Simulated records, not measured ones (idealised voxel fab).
The following process module bears the name voxel trench capacitor.
In the cross-section labelled cut, the width is 290 nm and each square cell is 5 nm.
For the purposes of this document, a cross-section shall be understood as a grid of square cells, specified as bands listed in top-to-bottom order, each band consisting of one or more rows of cells.
Within each band entry, the heights of the top and of the bottom of the band appear first, in that order and in nm; the materials of the band then follow from left to right, each with its corresponding width in nm. The designation "throughout" on a single material indicates that it fills the band from edge to edge; the designation "blank" indicates empty space.
We count height from 0. Below that, the starting wafer is all one material. The lowest band never ends at the bottom but goes on down; see "0 nm and below" for how that is written.
The width entry "30..40" should be interpreted row by row: the top row of cells in the band takes the first number, the bottom row takes the second number, and the change between adjacent rows is uniform throughout.
Where a step carries "same as before", the cross-section came out of it unchanged, cell for cell.
"Fully enclosed voids" enumerates empty spaces isolated from the top, with no open way to it, that contain at least 8 cells, giving each as width x height at distance from the left edge, all three in nm.
Step line, after settings: the simulator's comment on this step.
overlay nm: for a step with a mask, the amount by which the mask lay right of where it was planned; a negative amount means left of it.

**The process steps that were planned are listed below**
1) op RECEIVE | material Si
2) op CONFORMAL_DEP | material SiN | thk nm 10
3) op DIRECTIONAL_DEP | material aC | thk nm 15
4) op PATTERN | tone open | mask id TRENCH | material resist | width nm 25 | pitch nm 50 | thk nm 30 | overlay nm 0
5) op DIRECTIONAL_ETCH | etch materials aC | depth nm 15
6) op STRIP | etch materials resist
7) op DIRECTIONAL_ETCH | etch materials SiN | depth nm 10
8) op DIRECTIONAL_ETCH | etch materials Si | depth nm 40
9) op STRIP | etch materials aC
10) op CONFORMAL_DEP | material HfO2 | thk nm 5
11) op CONFORMAL_DEP | material TiN | thk nm 5
12) op FILL_DEP | material W | thk nm 5
13) op CMP | height nm 10

**Wafer at receipt (post step 1), cross-section**
  0 nm and below: Si throughout
  Fully enclosed voids: none

**Cross-section, end of module. Start: as above. Plan: as above. Execution: one mistake**
  25 nm to 20 nm: W throughout
  20 nm to 15 nm: TiN 65 nm | W 5 nm | TiN 45 nm | W 5 nm | TiN 45 nm | W 5 nm | TiN 45 nm | W 5 nm | TiN 70 nm
  15 nm to 10 nm: HfO2 60 nm | TiN 5 nm | W 5 nm | TiN 5 nm | HfO2 35 nm | TiN 5 nm | W 5 nm | TiN 5 nm | HfO2 35 nm | TiN 5 nm | W 5 nm | TiN 5 nm | HfO2 35 nm | TiN 5 nm | W 5 nm | TiN 5 nm | HfO2 65 nm
  10 nm to 0 nm: SiN 55 nm | HfO2 5 nm | TiN 5 nm | W 5 nm | TiN 5 nm | HfO2 5 nm | SiN 25 nm | HfO2 5 nm | TiN 5 nm | W 5 nm | TiN 5 nm | HfO2 5 nm | SiN 25 nm | HfO2 5 nm | TiN 5 nm | W 5 nm | TiN 5 nm | HfO2 5 nm | SiN 25 nm | HfO2 5 nm | TiN 5 nm | W 5 nm | TiN 5 nm | HfO2 5 nm | SiN 60 nm
  0 nm to -30 nm: Si 55 nm | HfO2 5 nm | TiN 5 nm | W 5 nm | TiN 5 nm | HfO2 5 nm | Si 25 nm | HfO2 5 nm | TiN 5 nm | W 5 nm | TiN 5 nm | HfO2 5 nm | Si 25 nm | HfO2 5 nm | TiN 5 nm | W 5 nm | TiN 5 nm | HfO2 5 nm | Si 25 nm | HfO2 5 nm | TiN 5 nm | W 5 nm | TiN 5 nm | HfO2 5 nm | Si 60 nm
  -30 nm to -35 nm: Si 55 nm | HfO2 5 nm | TiN 15 nm | HfO2 5 nm | Si 25 nm | HfO2 5 nm | TiN 15 nm | HfO2 5 nm | Si 25 nm | HfO2 5 nm | TiN 15 nm | HfO2 5 nm | Si 25 nm | HfO2 5 nm | TiN 15 nm | HfO2 5 nm | Si 60 nm
  -35 nm to -40 nm: Si 55 nm | HfO2 25 nm | Si 25 nm | HfO2 25 nm | Si 25 nm | HfO2 25 nm | Si 25 nm | HfO2 25 nm | Si 60 nm
  -40 nm and below: Si throughout
  Fully enclosed voids: none
what went wrong: step 13 of the plan was bypassed and not carried out
